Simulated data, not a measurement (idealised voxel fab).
A process module follows: voxel wiring stack.
Section shown: cut. Width: 220 nm. Cell size: 5 nm, square.
For the purposes of this document, a cross-section shall be understood as a grid of square cells, specified as bands listed in top-to-bottom order, each band consisting of one or more rows of cells.
The entry gives the band's vertical extent as a top height and a bottom height in nm, then its horizontal make-up as materials from left to right, each with a width in nm. "air" stands for empty space; a single material marked "throughout" fills the band edge to edge.
Below 0: as-received wafer, all one material; heights counted from there. Lowest band: no bottom, goes on down, written "0 down".
Per-row width for "30->40": begins at first number (top row of band), ends at second number (bottom row), increment between rows held constant.
Given "nothing was modified" for a step, no cell of the cross-section differs between before and after that step.
Reported under the label "Closed void list" are the empty spaces having no open way to the top and comprising 8 cells or more; the notation for each is width x height at distance, in which the distance is measured from the left edge and all three values are in nm.
after a step's settings: what the simulator itself notes on the step
overlay nm: right-of-plan distance of the mask on a masked step; negative values mean left-of-plan.

-- The process steps that were planned are listed below
| 1 | RECEIVE,material Si |
| 2 | CONFORMAL_DEP,material SiO2,thk nm 15 |
| 3 | CONFORMAL_DEP,material SiN,thk nm 5 |
| 4 | DIRECTIONAL_DEP,material SiO2,thk nm 25 |
| 5 | DIRECTIONAL_DEP,material aC,thk nm 15 |
| 6 | PATTERN,tone open,mask id METAL_1,material resist,width nm 20,pitch nm 45,thk nm 35,overlay nm 0 |
| 7 | DIRECTIONAL_ETCH,etch materials aC,depth nm 15 |
| 8 | STRIP,etch materials resist |
| 9 | DIRECTIONAL_ETCH,etch materials SiO2,depth nm 25 |
| 10 | DIRECTIONAL_ETCH,etch materials SiN,depth nm 5 |
| 11 | STRIP,etch materials aC |
| 12 | CONFORMAL_DEP,material TiN,thk nm 5 |
| 13 | FILL_DEP,material Ru,thk nm 10 |
| 14 | CMP,height nm 45 |
| 15 | EPI,material Ru,thk nm 5 |
| 16 | FILL_DEP,material SiCN,thk nm 5 |
| 17 | DIRECTIONAL_DEP,material lowk,thk nm 10 |
| 18 | PATTERN,tone open,mask id PLUG_1,material resist,width nm 15,pitch nm 90,thk nm 15,overlay nm 0 |
| 19 | DIRECTIONAL_ETCH,etch materials lowk,depth nm 10 |
| 20 | DIRECTIONAL_ETCH,etch materials SiCN,depth nm 5 |
| 21 | STRIP,etch materials resist |
| 22 | EPI,material Ru,thk nm 10 |
| 23 | EPI,material Ru,thk nm 5 |
| 24 | DIRECTIONAL_DEP,material TiN,thk nm 5 |
| 25 | DIRECTIONAL_DEP,material Ru,thk nm 20 |
| 26 | DIRECTIONAL_DEP,material aC,thk nm 10 |
| 27 | PATTERN,tone cover,mask id METAL_2,material resist,width nm 20,pitch nm 45,thk nm 30,overlay nm 0 |
| 28 | DIRECTIONAL_ETCH,etch materials aC,depth nm 10 |
| 29 | STRIP,etch materials resist |
| 30 | DIRECTIONAL_ETCH,etch materials Ru,depth nm 20 |
| 31 | DIRECTIONAL_ETCH,etch materials TiN,depth nm 5 |
| 32 | STRIP,etch materials aC |
| 33 | CONFORMAL_DEP,material SiN,thk nm 5 |
| 34 | FILL_DEP,material lowk,thk nm 10 |
| 35 | CMP,height nm 90 |
| 36 | CONFORMAL_DEP,material SiCN,thk nm 5 |
| 37 | DIRECTIONAL_DEP,material SiO2,thk nm 10 |
| 38 | PATTERN,tone open,mask id PLUG_2,material resist,width nm 15,pitch nm 90,thk nm 20,overlay nm 0 |
| 39 | DIRECTIONAL_ETCH,etch materials SiO2,depth nm 10 |
| 40 | DIRECTIONAL_ETCH,etch materials SiCN,depth nm 5 |
| 41 | STRIP,etch materials resist |
| 42 | EPI,material Ru,thk nm 10 |
| 43 | EPI,material Ru,thk nm 5 |
| 44 | CONFORMAL_DEP,material SiCN,thk nm 5 |
| 45 | DIRECTIONAL_DEP,material lowk,thk nm 25 |
| 46 | MASKED_ETCH,tone open,mask id METAL_3,width nm 20,pitch nm 45,etch materials lowk,depth nm 25,overlay nm 0 |
| 47 | MASKED_ETCH,tone open,mask id METAL_3,width nm 20,pitch nm 45,etch materials SiCN,depth nm 5,overlay nm 0 |
| 48 | CONFORMAL_DEP,material TiN,thk nm 5 |
| 49 | FILL_DEP,material Ru,thk nm 5 |
| 50 | CMP,height nm 135 |
| 51 | CONFORMAL_DEP,material SiCN,thk nm 5 |

-- Cross-section of the wafer upon arrival, representing the state reached after step 1
> 0 down = Si throughout
> Closed void list: none

-- First of two wafers: cross-section at end of module, run per plan
> 140 to 135 = SiCN throughout
> 135 to 110 = 30 lowk; 5 TiN; 10 Ru; 5 TiN; 25 lowk; 5 TiN; 10 Ru; 5 TiN; 25 lowk; 5 TiN; 10 Ru; 5 TiN; 25 lowk; 5 TiN; 10 Ru; 5 TiN; 35 lowk
> 110 to 105 = 30 SiCN; 20 TiN; 25 SiCN; 20 TiN; 25 SiCN; 20 TiN; 25 SiCN; 20 TiN; 35 SiCN
> 105 to 95 = 30 SiO2; 15 Ru; 75 SiO2; 15 Ru; 85 SiO2
> 95 to 90 = 30 SiCN; 15 Ru; 75 SiCN; 15 Ru; 85 SiCN
> 90 to 70 = 25 lowk; 5 SiN; 20 Ru; 5 SiN; 15 lowk; 5 SiN; 20 Ru; 5 SiN; 15 lowk; 5 SiN; 20 Ru; 5 SiN; 15 lowk; 5 SiN; 20 Ru; 5 SiN; 30 lowk
> 70 to 65 = 30 SiN; 20 TiN; 25 SiN; 20 TiN; 25 SiN; 20 TiN; 25 SiN; 20 TiN; 35 SiN
> 65 to 55 = 30 lowk; 15 Ru; 75 lowk; 15 Ru; 85 lowk
> 55 to 50 = 30 SiCN; 15 Ru; 75 SiCN; 15 Ru; 85 SiCN
> 50 to 45 = 25 SiCN; 30 Ru; 15 SiCN; 30 Ru; 15 SiCN; 30 Ru; 15 SiCN; 30 Ru; 30 SiCN
> 45 to 20 = 30 SiO2; 5 TiN; 10 Ru; 5 TiN; 25 SiO2; 5 TiN; 10 Ru; 5 TiN; 25 SiO2; 5 TiN; 10 Ru; 5 TiN; 25 SiO2; 5 TiN; 10 Ru; 5 TiN; 35 SiO2
> 20 to 15 = 30 SiN; 20 TiN; 25 SiN; 20 TiN; 25 SiN; 20 TiN; 25 SiN; 20 TiN; 35 SiN
> 15 to 0 = SiO2 throughout
> 0 down = Si throughout
> Closed void list: none

-- Here is the second of the two wafers cut open at the end of the module - same start, same plan as the first one, but we made one mistake running it
> 140 to 135 = SiCN throughout
> 135 to 120 = 30 lowk; 5 TiN; 10 Ru; 5 TiN; 25 lowk; 5 TiN; 10 Ru; 5 TiN; 25 lowk; 5 TiN; 10 Ru; 5 TiN; 25 lowk; 5 TiN; 10 Ru; 5 TiN; 35 lowk
> 120 to 115 = 15 lowk; 15 SiCN; 20 TiN; 10 SiCN; 15 lowk; 5 TiN; 10 Ru; 5 TiN; 10 lowk; 15 SiCN; 20 TiN; 10 SiCN; 15 lowk; 5 TiN; 10 Ru; 5 TiN; 35 lowk
> 115 to 110 = 15 lowk; 5 SiCN; 35 Ru; 5 SiCN; 15 lowk; 5 TiN; 10 Ru; 5 TiN; 10 lowk; 5 SiCN; 35 Ru; 5 SiCN; 15 lowk; 5 TiN; 10 Ru; 5 TiN; 35 lowk
> 110 to 105 = 20 SiCN; 35 Ru; 20 SiCN; 20 TiN; 15 SiCN; 35 Ru; 20 SiCN; 20 TiN; 35 SiCN
> 105 to 95 = 30 SiO2; 15 Ru; 75 SiO2; 15 Ru; 85 SiO2
> 95 to 90 = 30 SiCN; 15 Ru; 75 SiCN; 15 Ru; 85 SiCN
> 90 to 70 = 25 lowk; 5 SiN; 20 Ru; 5 SiN; 15 lowk; 5 SiN; 20 Ru; 5 SiN; 15 lowk; 5 SiN; 20 Ru; 5 SiN; 15 lowk; 5 SiN; 20 Ru; 5 SiN; 30 lowk
> 70 to 65 = 30 SiN; 20 TiN; 25 SiN; 20 TiN; 25 SiN; 20 TiN; 25 SiN; 20 TiN; 35 SiN
> 65 to 55 = 30 lowk; 15 Ru; 75 lowk; 15 Ru; 85 lowk
> 55 to 50 = 30 SiCN; 15 Ru; 75 SiCN; 15 Ru; 85 SiCN
> 50 to 45 = 25 SiCN; 30 Ru; 15 SiCN; 30 Ru; 15 SiCN; 30 Ru; 15 SiCN; 30 Ru; 30 SiCN
> 45 to 20 = 30 SiO2; 5 TiN; 10 Ru; 5 TiN; 25 SiO2; 5 TiN; 10 Ru; 5 TiN; 25 SiO2; 5 TiN; 10 Ru; 5 TiN; 25 SiO2; 5 TiN; 10 Ru; 5 TiN; 35 SiO2
> 20 to 15 = 30 SiN; 20 TiN; 25 SiN; 20 TiN; 25 SiN; 20 TiN; 25 SiN; 20 TiN; 35 SiN
> 15 to 0 = SiO2 throughout
> 0 down = Si throughout
> Closed void list: none
Heads up, the wafer didn't run the way we planned it: step 42 was run twice
At the finish, the second wafer shows more or fewer cells for some materials than the first does: +20 Ru; +8 SiCN; -8 TiN; -20 lowk
